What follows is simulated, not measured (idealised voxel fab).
The name of this process module is voxel transistor to metal.
The figure presents cross-section cut, which has a width of 210 nm and is divided into square cells with an edge length of 5 nm.
This document writes a cross-section as a grid whose cells are square, and gives it as bands, listed from the top down; one or more rows of cells form a band.
In this notation a band is specified by the heights of its top and bottom, in that order and in nm, after which its materials appear from left to right, each paired with its width in nm. The word "everywhere" attached to a single material means that material fills the band from edge to edge; the word "air" stands for empty space.
Below 0: as-received wafer, all one material; heights counted from there. Lowest band: no bottom, goes on down, written "0..down".
It should be noted that a width expressed as "30 to 40" varies in equal increments from row to row of cells within the band, taking the value of the first number at the top row and that of the second number at the bottom row.
"nothing altered" for a step: no cell of the cross-section changed in that step.
Heads up: "Closed cavities" only lists the empty pockets with no open path to the top that are 8 cells or more, and it writes them as width x height at distance, distance from the left edge, in nm.
Text after the settings on a step's line: the simulator's own remark on that step.
Regarding "overlay nm": on a step with a mask, it is the distance the mask lay to the right of its planned place; a negative value places it to the left.

-- List of planned process steps
- 1: RECEIVE (material Si)
- 2: OXIDIZE (depth nm 5)
- 3: CONFORMAL_DEP (material SiN; thk nm 10)
- 4: PATTERN (tone cover; mask id ACTIVE; material resist; width nm 95; thk nm 15; overlay nm 0)
- 5: DIRECTIONAL_ETCH (etch materials SiN; depth nm 10)
- 6: DIRECTIONAL_ETCH (etch materials SiO2; depth nm 5)
- 7: DIRECTIONAL_ETCH (etch materials Si; depth nm 35)
- 8: STRIP (etch materials resist)
- 9: OXIDIZE (depth nm 5)
- 10: FILL_DEP (material SiO2; thk nm 5)
- 11: CMP (height nm 10)
- 12: SELECTIVE_ETCH (etch materials SiO2; depth nm 10)
- 13: STRIP (etch materials SiN)
- 14: SELECTIVE_ETCH (etch materials SiO2; depth nm 5)
- 15: OXIDIZE (depth nm 5)
- 16: DIRECTIONAL_DEP (material polySi; thk nm 25)
- 17: DIRECTIONAL_DEP (material SiCN; thk nm 10)
- 18: MASKED_ETCH (tone cover; mask id GATE; width nm 15; etch materials SiCN; depth nm 20; overlay nm 0)
- 19: MASKED_ETCH (tone cover; mask id GATE; width nm 15; etch materials polySi; depth nm 35; overlay nm 0)
- 20: CONFORMAL_DEP (material SiN; thk nm 10)
- 21: DIRECTIONAL_ETCH (etch materials SiN; depth nm 10)
- 22: DIRECTIONAL_ETCH (etch materials SiO2; depth nm 5)
- 23: DIRECTIONAL_ETCH (etch materials Si; depth nm 10)
- 24: EPI (material nSi; thk nm 15)
- 25: FILL_DEP (material SiO2; thk nm 5)
- 26: CMP (height nm 30)
- 27: DIRECTIONAL_DEP (material SiO2; thk nm 15)
- 28: MASKED_ETCH (tone open; mask id CONTACT; width nm 15; pitch nm 60; etch materials SiO2; depth nm 50; overlay nm 0)
- 29: CONFORMAL_DEP (material TiN; thk nm 5)
- 30: FILL_DEP (material W; thk nm 10)
- 31: CMP (height nm 45)
- 32: DIRECTIONAL_DEP (material TiN; thk nm 5)
- 33: DIRECTIONAL_DEP (material W; thk nm 25)
- 34: PATTERN (tone cover; mask id METAL_1; material resist; width nm 15; pitch nm 60; thk nm 15; overlay nm 0)
- 35: DIRECTIONAL_ETCH (etch materials W; depth nm 25)
- 36: DIRECTIONAL_ETCH (etch materials TiN; depth nm 5)
- 37: STRIP (etch materials resist)
- 38: FILL_DEP (material lowk; thk nm 10)
- 39: CMP (height nm 75)
- 40: CONFORMAL_DEP (material SiN; thk nm 5)

-- Cross-sectional view of the wafer in its as-received condition, corresponding to the state after step 1
> 0..down = Si everywhere
> Closed cavities: none

-- Look at the cross-section after the module: the wafer started out the way shown above and the plan was the one shown above, yet one mistake was made along the way
> 80..75 = SiN everywhere
> 75..50 = lowk 65, then W 15, then lowk 45, then W 15, then lowk 70
> 50..45 = lowk 65, then TiN 15, then lowk 45, then TiN 15, then lowk 70
> 45..25 = SiO2 65, then TiN 5, then W 5, then TiN 5, then SiO2 45, then TiN 5, then W 5, then TiN 5, then SiO2 70
> 25..15 = SiO2 65, then TiN 5, then W 5, then TiN 5, then SiO2 5, then SiN 10, then SiCN 15, then SiN 10, then SiO2 5, then TiN 5, then W 5, then TiN 5, then SiO2 70
> 15..10 = SiO2 65, then TiN 5, then W 5, then TiN 5, then SiO2 5, then SiN 10, then polySi 15, then SiN 10, then SiO2 5, then TiN 5, then W 5, then TiN 5, then SiO2 70
> 10..5 = SiO2 65, then TiN 15, then SiO2 5, then SiN 10, then polySi 15, then SiN 10, then SiO2 5, then TiN 15, then SiO2 70
> 5..-5 = SiO2 65, then TiN 5, then nSi 15, then SiN 10, then polySi 15, then SiN 10, then nSi 15, then TiN 5, then SiO2 70
> -5..-10 = SiO2 55, then nSi 30, then SiO2 35, then nSi 30, then SiO2 60
> -10..-20 = SiO2 60, then nSi 25, then Si 35, then nSi 25, then SiO2 65
> -20..-45 = SiO2 60, then Si 85, then SiO2 65
> -45..down = Si everywhere
> Closed cavities: none
Diagnosis: planned and actual differ for step 16; actual: DIRECTIONAL_DEP (material polySi; thk nm 20)
